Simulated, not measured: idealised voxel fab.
process module | voxel gate over fins
cross-section cut | 190 nm wide | cells 5 nm
A cross-section is a grid of square cells, given in bands from the top down. A band is one or more rows of cells.
Each band's line starts with the height of the band's top and of its bottom, in nm. Then come its materials from left to right, each with its width in nm. One material with "throughout" fills the band from edge to edge. "air" is empty space.
Height 0 is the level under which the wafer as received is all one material. The lowest band goes on downwards, as in "0 down".
A width such as "30 to 40" changes by the same amount from each row of cells to the next, from the band's top row to its bottom row.
"no change" after a step means that no cell of the cross-section changed.
closed voids: empty space of 8 cells or more with no open way to the top, each as width x height at its distance from the left edge, in nm
after a step's settings: what the simulator itself notes on the step
overlay nm, on a step with a mask: how far to the right of its planned place the mask lay; to the left if negative
plan
1 op RECEIVE | material Si
2 op CONFORMAL_DEP | material SiN | thk nm 10
3 op MASKED_ETCH | tone cover | mask id FINS | width nm 15 | pitch nm 50 | etch materials SiN | depth nm 10 | overlay nm 0
4 op MASKED_ETCH | tone cover | mask id FINS | width nm 15 | pitch nm 50 | etch materials Si | depth nm 35 | overlay nm 0
5 op OXIDIZE | depth nm 5
6 op FILL_DEP | material SiO2 | thk nm 15
7 op CMP | height nm 10
8 op PATTERN | tone open | mask id RAIL | material resist | width nm 15 | thk nm 15 | overlay nm 0
9 op DIRECTIONAL_ETCH | etch materials SiO2 | depth nm 40
10 op STRIP | etch materials resist
11 op CONFORMAL_DEP | material TiN | thk nm 5
12 op FILL_DEP | material Ru | thk nm 10
13 op CMP | height nm 10
14 op SELECTIVE_ETCH | etch materials W Ru TiN | depth nm 30
15 op FILL_DEP | material SiO2 | thk nm 5
16 op CMP | height nm 10
17 op SELECTIVE_ETCH | etch materials SiO2 | depth nm 25
18 op STRIP | etch materials SiN
19 op CONFORMAL_DEP | material HfO2 | thk nm 5
20 op CONFORMAL_DEP | material TiN | thk nm 5
21 op CONFORMAL_DEP | material TiAl | thk nm 5
22 op CONFORMAL_DEP | material TiN | thk nm 5
23 op FILL_DEP | material W | thk nm 10
24 op CMP | height nm 25
25 op CONFORMAL_DEP | material SiN | thk nm 5
as received, after step 1
  0 down: Si throughout
  closed voids: none
a wafer at the end: this start, this plan, one mistake
  30 to 25: SiN throughout
  25 to 20: W throughout
  20 to 15: W 45 | TiN 45 | W 5 | TiN 45 | W 50
  15 to 10: W 45 | TiN 5 | TiAl 35 | TiN 5 | W 5 | TiN 5 | TiAl 35 | TiN 5 | W 50
  10 to 5: W 45 | TiN 5 | TiAl 5 | TiN 25 | TiAl 5 | TiN 5 | W 5 | TiN 5 | TiAl 5 | TiN 25 | TiAl 5 | TiN 5 | W 50
  5 to 0: TiN 50 | TiAl 5 | TiN 5 | HfO2 15 | TiN 5 | TiAl 5 | TiN 15 | TiAl 5 | TiN 5 | HfO2 15 | TiN 5 | TiAl 5 | TiN 55
  0 to -5: TiAl 55 | TiN 5 | HfO2 5 | Si 5 | HfO2 5 | TiN 5 | TiAl 25 | TiN 5 | HfO2 5 | Si 5 | HfO2 5 | TiN 5 | TiAl 60
  -5 to -10: TiN 60 | HfO2 5 | Si 5 | HfO2 5 | TiN 35 | HfO2 5 | Si 5 | HfO2 5 | TiN 65
  -10 to -15: HfO2 65 | Si 5 | HfO2 45 | Si 5 | HfO2 70
  -15 to -20: SiO2 65 | Si 5 | SiO2 45 | Si 5 | SiO2 70
  -20 to -25: SiO2 65 | Si 5 | SiO2 10 | TiN 5 | Ru 15 | TiN 5 | SiO2 10 | Si 5 | SiO2 70
  -25 to -30: SiO2 65 | Si 5 | SiO2 10 | TiN 25 | SiO2 10 | Si 5 | SiO2 70
  -30 to -40: SiO2 65 | Si 5 | SiO2 45 | Si 5 | SiO2 70
  -40 down: Si throughout
  closed voids: none
what went wrong: step 8 ran as: op PATTERN | tone open | mask id RAIL | material resist | width nm 25 | thk nm 15 | overlay nm 0
